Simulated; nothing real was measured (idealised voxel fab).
The name of this process module is voxel wiring stack.
cross-section cut | 190 nm wide | cells 5 nm
This document writes a cross-section as a grid whose cells are square, and gives it as bands, listed from the top down; one or more rows of cells form a band.
For a band, the entry starts with two heights in nm, that of the top and then that of the bottom, and carries on with the band's materials in order from left to right, each alongside its width in nm; the word "full width" beside a single material means it fills the band edge to edge, and "blank" means empty space.
Convention: height 0 is the level below which the wafer, as received, is all one material. The lowest band does not terminate at the bottom but continues downward, represented as "0 nm and below".
Per-row width for "30->40": begins at first number (top row of band), ends at second number (bottom row), increment between rows held constant.
"nothing got changed" (step): cross-section cells unchanged, all of them.
Reported under the label "Completely sealed voids" are the empty spaces having no open way to the top and comprising 8 cells or more; the notation for each is width x height at distance, in which the distance is measured from the left edge and all three values are in nm.
Note: text after step settings on the step line = simulator remark on that step.
When a step includes a mask, the "overlay nm" setting on its line states how far to the right of its planned place that mask lay, and negative values state how far to the left.

## Process steps (planned)
| 1 | RECEIVE (material Si) |
| 2 | CONFORMAL_DEP (material SiO2; thk nm 10) |
| 3 | DIRECTIONAL_DEP (material TiN; thk nm 5) |
| 4 | DIRECTIONAL_DEP (material Ru; thk nm 20) |
| 5 | MASKED_ETCH (tone cover; mask id METAL_1; width nm 25; pitch nm 40; etch materials Ru; depth nm 20; overlay nm 0) |
| 6 | MASKED_ETCH (tone cover; mask id METAL_1; width nm 25; pitch nm 40; etch materials TiN; depth nm 5; overlay nm 0) |
| 7 | FILL_DEP (material SiO2; thk nm 10) |
| 8 | CMP (height nm 35) |
| 9 | CONFORMAL_DEP (material SiCN; thk nm 5) |
| 10 | DIRECTIONAL_DEP (material lowk; thk nm 30) |
| 11 | PATTERN (tone open; mask id METAL_2_HOLES; material resist; width nm 15; thk nm 20; overlay nm 0) |
| 12 | DIRECTIONAL_ETCH (etch materials lowk; depth nm 30) |
| 13 | STRIP (etch materials resist) |
| 14 | DIRECTIONAL_DEP (material aC; thk nm 10) |
| 15 | PATTERN (tone open; mask id METAL_2; material resist; width nm 25; pitch nm 40; thk nm 30; overlay nm 0) |
| 16 | DIRECTIONAL_ETCH (etch materials aC; depth nm 10) |
| 17 | STRIP (etch materials resist) |
| 18 | DIRECTIONAL_ETCH (etch materials lowk; depth nm 20) |
| 19 | DIRECTIONAL_ETCH (etch materials SiCN; depth nm 5) |
| 20 | STRIP (etch materials aC) |
| 21 | CONFORMAL_DEP (material TiN; thk nm 5) |
| 22 | FILL_DEP (material Cu; thk nm 10) |
| 23 | CMP (height nm 70) |
| 24 | CONFORMAL_DEP (material SiCN; thk nm 5) |
| 25 | DIRECTIONAL_DEP (material SiO2; thk nm 35) |
| 26 | MASKED_ETCH (tone open; mask id METAL_3; width nm 25; pitch nm 40; etch materials SiO2; depth nm 20; overlay nm 0) |
| 27 | DIRECTIONAL_DEP (material aC; thk nm 10) |
| 28 | PATTERN (tone open; mask id METAL_3_HOLES; material resist; width nm 15; pitch nm 40; thk nm 25; overlay nm 0) |
| 29 | DIRECTIONAL_ETCH (etch materials aC; depth nm 10) |
| 30 | STRIP (etch materials resist) |
| 31 | DIRECTIONAL_ETCH (etch materials SiO2; depth nm 15) |
| 32 | DIRECTIONAL_ETCH (etch materials SiCN; depth nm 5) |
| 33 | STRIP (etch materials aC) |
| 34 | CONFORMAL_DEP (material TiN; thk nm 5) |
| 35 | FILL_DEP (material Ru; thk nm 10) |
| 36 | CMP (height nm 110) |
| 37 | CONFORMAL_DEP (material SiCN; thk nm 5) |
| 38 | DIRECTIONAL_DEP (material SiO2; thk nm 25) |
| 39 | PATTERN (tone open; mask id METAL_4; material resist; width nm 25; pitch nm 40; thk nm 15; overlay nm 0) |
| 40 | DIRECTIONAL_ETCH (etch materials SiO2; depth nm 15) |
| 41 | STRIP (etch materials resist) |
| 42 | MASKED_ETCH (tone open; mask id METAL_4_HOLES; width nm 15; etch materials SiO2; depth nm 10; overlay nm 0) |
| 43 | MASKED_ETCH (tone open; mask id METAL_4_HOLES; width nm 15; etch materials SiCN; depth nm 5; overlay nm 0) |
| 44 | CONFORMAL_DEP (material TiN; thk nm 5) |
| 45 | FILL_DEP (material Cu; thk nm 5) |
| 46 | CMP (height nm 140) |
| 47 | CONFORMAL_DEP (material SiCN; thk nm 5) |

## First out of two wafers; run went to plan

## Delivered wafer in cross-section: state after step 1
* 0 nm and below | Si full width
* Completely sealed voids: none

## Cross-sectional representation of the wafer at the conclusion of step 2
* 10 nm to 0 nm | SiO2 full width
* Under 0: no change, same as before.

## Cross-sectional representation of the wafer at the conclusion of step 3
* 15 nm to 10 nm | TiN full width
* Under 10: no change, same as before.

## Cross-sectional representation of the wafer at the conclusion of step 4
* 35 nm to 15 nm | Ru full width
* Under 15: no change, same as before.

## Cross-sectional representation of the wafer at the conclusion of step 5
* 35 nm to 15 nm | blank 60 | Ru 25 | blank 15 | Ru 25 | blank 65
* Under 15: no change, same as before.

## Cross-sectional representation of the wafer at the conclusion of step 6
* 35 nm to 15 nm | blank 60 | Ru 25 | blank 15 | Ru 25 | blank 65
* 15 nm to 10 nm | blank 60 | TiN 25 | blank 15 | TiN 25 | blank 65
* Under 10: no change, same as before.

## Cross-sectional representation of the wafer at the conclusion of step 7
* 45 nm to 35 nm | SiO2 full width
* 35 nm to 15 nm | SiO2 60 | Ru 25 | SiO2 15 | Ru 25 | SiO2 65
* 15 nm to 10 nm | SiO2 60 | TiN 25 | SiO2 15 | TiN 25 | SiO2 65
* Under 10: no change, same as before.

## Cross-sectional representation of the wafer at the conclusion of step 8
* 35 nm to 15 nm | SiO2 60 | Ru 25 | SiO2 15 | Ru 25 | SiO2 65
* Under 15: no change, same as before.

## Cross-sectional representation of the wafer at the conclusion of step 9
* 40 nm to 35 nm | SiCN full width
* Under 35: no change, same as before.

## Cross-sectional representation of the wafer at the conclusion of step 10
* 70 nm to 40 nm | lowk full width
* Under 40: no change, same as before.

## Cross-sectional representation of the wafer at the conclusion of step 11
* 90 nm to 70 nm | resist 60 | blank 15 | resist 115
* Under 70: no change, same as before.

## Cross-sectional representation of the wafer at the conclusion of step 12
* 90 nm to 70 nm | resist 60 | blank 15 | resist 115
* 70 nm to 40 nm | lowk 60 | blank 15 | lowk 115
* Under 40: no change, same as before.

## Cross-sectional representation of the wafer at the conclusion of step 13
* 70 nm to 40 nm | lowk 60 | blank 15 | lowk 115
* Under 40: no change, same as before.

## Cross-sectional representation of the wafer at the conclusion of step 14
* 80 nm to 70 nm | aC 60 | blank 15 | aC 115
* 70 nm to 50 nm | lowk 60 | blank 15 | lowk 115
* 50 nm to 40 nm | lowk 60 | aC 15 | lowk 115
* Under 40: no change, same as before.

## Cross-sectional representation of the wafer at the conclusion of step 15
* 110 nm to 80 nm | resist 60 | blank 25 | resist 15 | blank 25 | resist 65
* Under 80: no change, same as before.

## Cross-sectional representation of the wafer at the conclusion of step 16
* 100 nm to 80 nm | resist 60 | blank 25 | resist 15 | blank 25 | resist 65
* 80 nm to 70 nm | aC 60 | blank 25 | aC 15 | blank 25 | aC 65
* 70 nm to 40 nm | lowk 60 | blank 15 | lowk 115
* Under 40: no change, same as before.

## Cross-sectional representation of the wafer at the conclusion of step 17
* 80 nm to 70 nm | aC 60 | blank 25 | aC 15 | blank 25 | aC 65
* Under 70: no change, same as before.

## Cross-sectional representation of the wafer at the conclusion of step 18
* 80 nm to 70 nm | aC 60 | blank 25 | aC 15 | blank 25 | aC 65
* 70 nm to 50 nm | lowk 60 | blank 25 | lowk 15 | blank 25 | lowk 65
* Under 50: no change, same as before.

## Cross-sectional representation of the wafer at the conclusion of step 19
* 80 nm to 70 nm | aC 60 | blank 25 | aC 15 | blank 25 | aC 65
* 70 nm to 50 nm | lowk 60 | blank 25 | lowk 15 | blank 25 | lowk 65
* 50 nm to 40 nm | lowk 60 | blank 15 | lowk 115
* 40 nm to 35 nm | SiCN 60 | blank 15 | SiCN 115
* Under 35: no change, same as before.

## Cross-sectional representation of the wafer at the conclusion of step 20
* 70 nm to 50 nm | lowk 60 | blank 25 | lowk 15 | blank 25 | lowk 65
* Under 50: no change, same as before.

## Cross-sectional representation of the wafer at the conclusion of step 21
* 75 nm to 70 nm | TiN 65 | blank 15 | TiN 25 | blank 15 | TiN 70
* 70 nm to 55 nm | lowk 60 | TiN 5 | blank 15 | TiN 5 | lowk 15 | TiN 5 | blank 15 | TiN 5 | lowk 65
* 55 nm to 50 nm | lowk 60 | TiN 5 | blank 5 | TiN 15 | lowk 15 | TiN 25 | lowk 65
* 50 nm to 40 nm | lowk 60 | TiN 5 | blank 5 | TiN 5 | lowk 115
* 40 nm to 35 nm | SiCN 60 | TiN 15 | SiCN 115
* Under 35: no change, same as before.

## Cross-sectional representation of the wafer at the conclusion of step 22
* 85 nm to 75 nm | Cu full width
* 75 nm to 70 nm | TiN 65 | Cu 15 | TiN 25 | Cu 15 | TiN 70
* 70 nm to 55 nm | lowk 60 | TiN 5 | Cu 15 | TiN 5 | lowk 15 | TiN 5 | Cu 15 | TiN 5 | lowk 65
* 55 nm to 50 nm | lowk 60 | TiN 5 | Cu 5 | TiN 15 | lowk 15 | TiN 25 | lowk 65
* 50 nm to 40 nm | lowk 60 | TiN 5 | Cu 5 | TiN 5 | lowk 115
* Under 40: no change, same as before.

## Cross-sectional representation of the wafer at the conclusion of step 23
* 70 nm to 55 nm | lowk 60 | TiN 5 | Cu 15 | TiN 5 | lowk 15 | TiN 5 | Cu 15 | TiN 5 | lowk 65
* Under 55: no change, same as before.

## Cross-sectional representation of the wafer at the conclusion of step 24
* 75 nm to 70 nm | SiCN full width
* Under 70: no change, same as before.

## Cross-sectional representation of the wafer at the conclusion of step 25
* 110 nm to 75 nm | SiO2 full width
* Under 75: no change, same as before.

## Cross-sectional representation of the wafer at the conclusion of step 26
* 110 nm to 90 nm | SiO2 60 | blank 25 | SiO2 15 | blank 25 | SiO2 65
* Under 90: no change, same as before.

## Cross-sectional representation of the wafer at the conclusion of step 27
* 120 nm to 110 nm | aC 60 | blank 25 | aC 15 | blank 25 | aC 65
* 110 nm to 100 nm | SiO2 60 | blank 25 | SiO2 15 | blank 25 | SiO2 65
* 100 nm to 90 nm | SiO2 60 | aC 25 | SiO2 15 | aC 25 | SiO2 65
* Under 90: no change, same as before.

## Cross-sectional representation of the wafer at the conclusion of step 28
* 145 nm to 120 nm | resist 60 | blank 15 | resist 25 | blank 15 | resist 75
* 120 nm to 110 nm | aC 60 | blank 15 | resist 10 | aC 15 | blank 15 | resist 10 | aC 65
* 110 nm to 100 nm | SiO2 60 | blank 15 | resist 10 | SiO2 15 | blank 15 | resist 10 | SiO2 65
* Under 100: no change, same as before.

## Cross-sectional representation of the wafer at the conclusion of step 29
* 135 nm to 120 nm | resist 60 | blank 15 | resist 25 | blank 15 | resist 75
* 120 nm to 110 nm | aC 60 | blank 15 | resist 10 | aC 15 | blank 15 | resist 10 | aC 65
* 110 nm to 100 nm | SiO2 60 | blank 15 | resist 10 | SiO2 15 | blank 15 | resist 10 | SiO2 65
* 100 nm to 90 nm | SiO2 60 | blank 15 | aC 10 | SiO2 15 | blank 15 | aC 10 | SiO2 65
* Under 90: no change, same as before.

## Cross-sectional representation of the wafer at the conclusion of step 30
* 120 nm to 110 nm | aC 60 | blank 25 | aC 15 | blank 25 | aC 65
* 110 nm to 100 nm | SiO2 60 | blank 25 | SiO2 15 | blank 25 | SiO2 65
* Under 100: no change, same as before.

## Cross-sectional representation of the wafer at the conclusion of step 31
* 120 nm to 110 nm | aC 60 | blank 25 | aC 15 | blank 25 | aC 65
* 110 nm to 100 nm | SiO2 60 | blank 25 | SiO2 15 | blank 25 | SiO2 65
* 100 nm to 90 nm | SiO2 60 | blank 15 | aC 10 | SiO2 15 | blank 15 | aC 10 | SiO2 65
* 90 nm to 75 nm | SiO2 60 | blank 15 | SiO2 25 | blank 15 | SiO2 75
* Under 75: no change, same as before.

## Cross-sectional representation of the wafer at the conclusion of step 32
* 120 nm to 110 nm | aC 60 | blank 25 | aC 15 | blank 25 | aC 65
* 110 nm to 100 nm | SiO2 60 | blank 25 | SiO2 15 | blank 25 | SiO2 65
* 100 nm to 90 nm | SiO2 60 | blank 15 | aC 10 | SiO2 15 | blank 15 | aC 10 | SiO2 65
* 90 nm to 75 nm | SiO2 60 | blank 15 | SiO2 25 | blank 15 | SiO2 75
* 75 nm to 70 nm | SiCN 60 | blank 15 | SiCN 25 | blank 15 | SiCN 75
* Under 70: no change, same as before.

## Cross-sectional representation of the wafer at the conclusion of step 33
* 110 nm to 90 nm | SiO2 60 | blank 25 | SiO2 15 | blank 25 | SiO2 65
* Under 90: no change, same as before.

## Cross-sectional representation of the wafer at the conclusion of step 34
* 115 nm to 110 nm | TiN 65 | blank 15 | TiN 25 | blank 15 | TiN 70
* 110 nm to 95 nm | SiO2 60 | TiN 5 | blank 15 | TiN 5 | SiO2 15 | TiN 5 | blank 15 | TiN 5 | SiO2 65
* 95 nm to 90 nm | SiO2 60 | TiN 5 | blank 5 | TiN 15 | SiO2 15 | TiN 5 | blank 5 | TiN 15 | SiO2 65
* 90 nm to 75 nm | SiO2 60 | TiN 5 | blank 5 | TiN 5 | SiO2 25 | TiN 5 | blank 5 | TiN 5 | SiO2 75
* 75 nm to 70 nm | SiCN 60 | TiN 15 | SiCN 25 | TiN 15 | SiCN 75
* Under 70: no change, same as before.

## Cross-sectional representation of the wafer at the conclusion of step 35
* 125 nm to 115 nm | Ru full width
* 115 nm to 110 nm | TiN 65 | Ru 15 | TiN 25 | Ru 15 | TiN 70
* 110 nm to 95 nm | SiO2 60 | TiN 5 | Ru 15 | TiN 5 | SiO2 15 | TiN 5 | Ru 15 | TiN 5 | SiO2 65
* 95 nm to 90 nm | SiO2 60 | TiN 5 | Ru 5 | TiN 15 | SiO2 15 | TiN 5 | Ru 5 | TiN 15 | SiO2 65
* 90 nm to 75 nm | SiO2 60 | TiN 5 | Ru 5 | TiN 5 | SiO2 25 | TiN 5 | Ru 5 | TiN 5 | SiO2 75
* Under 75: no change, same as before.

## Cross-sectional representation of the wafer at the conclusion of step 36
* 110 nm to 95 nm | SiO2 60 | TiN 5 | Ru 15 | TiN 5 | SiO2 15 | TiN 5 | Ru 15 | TiN 5 | SiO2 65
* Under 95: no change, same as before.

## Cross-sectional representation of the wafer at the conclusion of step 37
* 115 nm to 110 nm | SiCN full width
* Under 110: no change, same as before.

## Cross-sectional representation of the wafer at the conclusion of step 38
* 140 nm to 115 nm | SiO2 full width
* Under 115: no change, same as before.

## Cross-sectional representation of the wafer at the conclusion of step 39
* 155 nm to 140 nm | resist 60 | blank 25 | resist 15 | blank 25 | resist 65
* Under 140: no change, same as before.

## Cross-sectional representation of the wafer at the conclusion of step 40
* 155 nm to 140 nm | resist 60 | blank 25 | resist 15 | blank 25 | resist 65
* 140 nm to 125 nm | SiO2 60 | blank 25 | SiO2 15 | blank 25 | SiO2 65
* Under 125: no change, same as before.

## Cross-sectional representation of the wafer at the conclusion of step 41
* 140 nm to 125 nm | SiO2 60 | blank 25 | SiO2 15 | blank 25 | SiO2 65
* Under 125: no change, same as before.

## Cross-sectional representation of the wafer at the conclusion of step 42
* 140 nm to 125 nm | SiO2 60 | blank 25 | SiO2 15 | blank 25 | SiO2 65
* 125 nm to 115 nm | SiO2 60 | blank 15 | SiO2 115
* Under 115: no change, same as before.

## Cross-sectional representation of the wafer at the conclusion of step 43
* 140 nm to 125 nm | SiO2 60 | blank 25 | SiO2 15 | blank 25 | SiO2 65
* 125 nm to 115 nm | SiO2 60 | blank 15 | SiO2 115
* 115 nm to 110 nm | SiCN 60 | blank 15 | SiCN 115
* Under 110: no change, same as before.

## Cross-sectional representation of the wafer at the conclusion of step 44
* 145 nm to 140 nm | TiN 65 | blank 15 | TiN 25 | blank 15 | TiN 70
* 140 nm to 130 nm | SiO2 60 | TiN 5 | blank 15 | TiN 5 | SiO2 15 | TiN 5 | blank 15 | TiN 5 | SiO2 65
* 130 nm to 125 nm | SiO2 60 | TiN 5 | blank 5 | TiN 15 | SiO2 15 | TiN 25 | SiO2 65
* 125 nm to 115 nm | SiO2 60 | TiN 5 | blank 5 | TiN 5 | SiO2 115
* 115 nm to 110 nm | SiCN 60 | TiN 15 | SiCN 115
* Under 110: no change, same as before.

## Cross-sectional representation of the wafer at the conclusion of step 45
* 150 nm to 145 nm | Cu full width
* 145 nm to 140 nm | TiN 65 | Cu 15 | TiN 25 | Cu 15 | TiN 70
* 140 nm to 130 nm | SiO2 60 | TiN 5 | Cu 15 | TiN 5 | SiO2 15 | TiN 5 | Cu 15 | TiN 5 | SiO2 65
* 130 nm to 125 nm | SiO2 60 | TiN 5 | Cu 5 | TiN 15 | SiO2 15 | TiN 25 | SiO2 65
* 125 nm to 115 nm | SiO2 60 | TiN 5 | Cu 5 | TiN 5 | SiO2 115
* Under 115: no change, same as before.

## Cross-sectional representation of the wafer at the conclusion of step 46
* 140 nm to 130 nm | SiO2 60 | TiN 5 | Cu 15 | TiN 5 | SiO2 15 | TiN 5 | Cu 15 | TiN 5 | SiO2 65
* Under 130: no change, same as before.

## Cross-sectional representation of the wafer at the conclusion of step 47
* 145 nm to 140 nm | SiCN full width
* Under 140: no change, same as before.

## Okay, second wafer. Nothing different at the start, nothing different in the plan, just one mistake somewhere in the running. As far as step 22, counting that step, it's the first wafer all over again

## Second wafer profile in section, at the moment step 23 of the plan was meant to be complete
* 80 nm to 75 nm | Cu full width
* Under 75: no change, same as before.

## Second wafer profile in section, at the moment step 24 of the plan was meant to be complete
* 85 nm to 80 nm | SiCN full width
* Under 80: no change, same as before.

## Second wafer profile in section, at the moment step 25 of the plan was meant to be complete
* 120 nm to 85 nm | SiO2 full width
* Under 85: no change, same as before.

## Second wafer profile in section, at the moment step 26 of the plan was meant to be complete
* 120 nm to 100 nm | SiO2 60 | blank 25 | SiO2 15 | blank 25 | SiO2 65
* Under 100: no change, same as before.

## Second wafer profile in section, at the moment step 27 of the plan was meant to be complete
* 130 nm to 120 nm | aC 60 | blank 25 | aC 15 | blank 25 | aC 65
* 120 nm to 110 nm | SiO2 60 | blank 25 | SiO2 15 | blank 25 | SiO2 65
* 110 nm to 100 nm | SiO2 60 | aC 25 | SiO2 15 | aC 25 | SiO2 65
* Under 100: no change, same as before.

## Second wafer profile in section, at the moment step 28 of the plan was meant to be complete
* 155 nm to 130 nm | resist 60 | blank 15 | resist 25 | blank 15 | resist 75
* 130 nm to 120 nm | aC 60 | blank 15 | resist 10 | aC 15 | blank 15 | resist 10 | aC 65
* 120 nm to 110 nm | SiO2 60 | blank 15 | resist 10 | SiO2 15 | blank 15 | resist 10 | SiO2 65
* Under 110: no change, same as before.

## Second wafer profile in section, at the moment step 29 of the plan was meant to be complete
* 145 nm to 130 nm | resist 60 | blank 15 | resist 25 | blank 15 | resist 75
* 130 nm to 120 nm | aC 60 | blank 15 | resist 10 | aC 15 | blank 15 | resist 10 | aC 65
* 120 nm to 110 nm | SiO2 60 | blank 15 | resist 10 | SiO2 15 | blank 15 | resist 10 | SiO2 65
* 110 nm to 100 nm | SiO2 60 | blank 15 | aC 10 | SiO2 15 | blank 15 | aC 10 | SiO2 65
* Under 100: no change, same as before.

## Second wafer profile in section, at the moment step 30 of the plan was meant to be complete
* 130 nm to 120 nm | aC 60 | blank 25 | aC 15 | blank 25 | aC 65
* 120 nm to 110 nm | SiO2 60 | blank 25 | SiO2 15 | blank 25 | SiO2 65
* Under 110: no change, same as before.

## Second wafer profile in section, at the moment step 31 of the plan was meant to be complete
* 130 nm to 120 nm | aC 60 | blank 25 | aC 15 | blank 25 | aC 65
* 120 nm to 110 nm | SiO2 60 | blank 25 | SiO2 15 | blank 25 | SiO2 65
* 110 nm to 100 nm | SiO2 60 | blank 15 | aC 10 | SiO2 15 | blank 15 | aC 10 | SiO2 65
* 100 nm to 85 nm | SiO2 60 | blank 15 | SiO2 25 | blank 15 | SiO2 75
* Under 85: no change, same as before.

## Second wafer profile in section, at the moment step 32 of the plan was meant to be complete
* 130 nm to 120 nm | aC 60 | blank 25 | aC 15 | blank 25 | aC 65
* 120 nm to 110 nm | SiO2 60 | blank 25 | SiO2 15 | blank 25 | SiO2 65
* 110 nm to 100 nm | SiO2 60 | blank 15 | aC 10 | SiO2 15 | blank 15 | aC 10 | SiO2 65
* 100 nm to 85 nm | SiO2 60 | blank 15 | SiO2 25 | blank 15 | SiO2 75
* 85 nm to 80 nm | SiCN 60 | blank 15 | SiCN 25 | blank 15 | SiCN 75
* Under 80: no change, same as before.

## Second wafer profile in section, at the moment step 33 of the plan was meant to be complete
* 120 nm to 100 nm | SiO2 60 | blank 25 | SiO2 15 | blank 25 | SiO2 65
* Under 100: no change, same as before.

## Second wafer profile in section, at the moment step 34 of the plan was meant to be complete
* 125 nm to 120 nm | TiN 65 | blank 15 | TiN 25 | blank 15 | TiN 70
* 120 nm to 105 nm | SiO2 60 | TiN 5 | blank 15 | TiN 5 | SiO2 15 | TiN 5 | blank 15 | TiN 5 | SiO2 65
* 105 nm to 100 nm | SiO2 60 | TiN 5 | blank 5 | TiN 15 | SiO2 15 | TiN 5 | blank 5 | TiN 15 | SiO2 65
* 100 nm to 85 nm | SiO2 60 | TiN 5 | blank 5 | TiN 5 | SiO2 25 | TiN 5 | blank 5 | TiN 5 | SiO2 75
* 85 nm to 80 nm | SiCN 60 | TiN 15 | SiCN 25 | TiN 15 | SiCN 75
* Under 80: no change, same as before.

## Second wafer profile in section, at the moment step 35 of the plan was meant to be complete
* 135 nm to 125 nm | Ru full width
* 125 nm to 120 nm | TiN 65 | Ru 15 | TiN 25 | Ru 15 | TiN 70
* 120 nm to 105 nm | SiO2 60 | TiN 5 | Ru 15 | TiN 5 | SiO2 15 | TiN 5 | Ru 15 | TiN 5 | SiO2 65
* 105 nm to 100 nm | SiO2 60 | TiN 5 | Ru 5 | TiN 15 | SiO2 15 | TiN 5 | Ru 5 | TiN 15 | SiO2 65
* 100 nm to 85 nm | SiO2 60 | TiN 5 | Ru 5 | TiN 5 | SiO2 25 | TiN 5 | Ru 5 | TiN 5 | SiO2 75
* Under 85: no change, same as before.

## Second wafer profile in section, at the moment step 36 of the plan was meant to be complete
* 110 nm to 100 nm | SiO2 60 | TiN 5 | Ru 15->5 | TiN 5->15 | SiO2 15 | TiN 5 | Ru 15->5 | TiN 5->15 | SiO2 65
* Under 100: no change, same as before.

## Second wafer profile in section, at the moment step 37 of the plan was meant to be complete
* 115 nm to 110 nm | SiCN full width
* Under 110: no change, same as before.

## Second wafer profile in section, at the moment step 38 of the plan was meant to be complete
* 140 nm to 115 nm | SiO2 full width
* Under 115: no change, same as before.

## Second wafer profile in section, at the moment step 39 of the plan was meant to be complete
* 155 nm to 140 nm | resist 60 | blank 25 | resist 15 | blank 25 | resist 65
* Under 140: no change, same as before.

## Second wafer profile in section, at the moment step 40 of the plan was meant to be complete
* 155 nm to 140 nm | resist 60 | blank 25 | resist 15 | blank 25 | resist 65
* 140 nm to 125 nm | SiO2 60 | blank 25 | SiO2 15 | blank 25 | SiO2 65
* Under 125: no change, same as before.

## Second wafer profile in section, at the moment step 41 of the plan was meant to be complete
* 140 nm to 125 nm | SiO2 60 | blank 25 | SiO2 15 | blank 25 | SiO2 65
* Under 125: no change, same as before.

## Second wafer profile in section, at the moment step 42 of the plan was meant to be complete
* 140 nm to 125 nm | SiO2 60 | blank 25 | SiO2 15 | blank 25 | SiO2 65
* 125 nm to 115 nm | SiO2 60 | blank 15 | SiO2 115
* Under 115: no change, same as before.

## Second wafer profile in section, at the moment step 43 of the plan was meant to be complete
* 140 nm to 125 nm | SiO2 60 | blank 25 | SiO2 15 | blank 25 | SiO2 65
* 125 nm to 115 nm | SiO2 60 | blank 15 | SiO2 115
* 115 nm to 110 nm | SiCN 60 | blank 15 | SiCN 115
* Under 110: no change, same as before.

## Second wafer profile in section, at the moment step 44 of the plan was meant to be complete
* 145 nm to 140 nm | TiN 65 | blank 15 | TiN 25 | blank 15 | TiN 70
* 140 nm to 130 nm | SiO2 60 | TiN 5 | blank 15 | TiN 5 | SiO2 15 | TiN 5 | blank 15 | TiN 5 | SiO2 65
* 130 nm to 125 nm | SiO2 60 | TiN 5 | blank 5 | TiN 15 | SiO2 15 | TiN 25 | SiO2 65
* 125 nm to 115 nm | SiO2 60 | TiN 5 | blank 5 | TiN 5 | SiO2 115
* 115 nm to 110 nm | SiCN 60 | TiN 15 | SiCN 115
* Under 110: no change, same as before.

## Second wafer profile in section, at the moment step 45 of the plan was meant to be complete
* 150 nm to 145 nm | Cu full width
* 145 nm to 140 nm | TiN 65 | Cu 15 | TiN 25 | Cu 15 | TiN 70
* 140 nm to 130 nm | SiO2 60 | TiN 5 | Cu 15 | TiN 5 | SiO2 15 | TiN 5 | Cu 15 | TiN 5 | SiO2 65
* 130 nm to 125 nm | SiO2 60 | TiN 5 | Cu 5 | TiN 15 | SiO2 15 | TiN 25 | SiO2 65
* 125 nm to 115 nm | SiO2 60 | TiN 5 | Cu 5 | TiN 5 | SiO2 115
* Under 115: no change, same as before.

## Second wafer profile in section, at the moment step 46 of the plan was meant to be complete
* 140 nm to 130 nm | SiO2 60 | TiN 5 | Cu 15 | TiN 5 | SiO2 15 | TiN 5 | Cu 15 | TiN 5 | SiO2 65
* Under 130: no change, same as before.

## Second wafer profile in section, at the moment step 47 of the plan was meant to be complete
* 145 nm to 140 nm | SiCN full width
* Under 140: no change, same as before.
Run error: the process deviated at step 23: the operation and settings actually run there were CMP (height nm 80)
Wrapping up, a cell-based count of both wafers puts the second over or under the first for these materials: +44 Cu, -12 Ru, -56 SiO2, +24 TiN
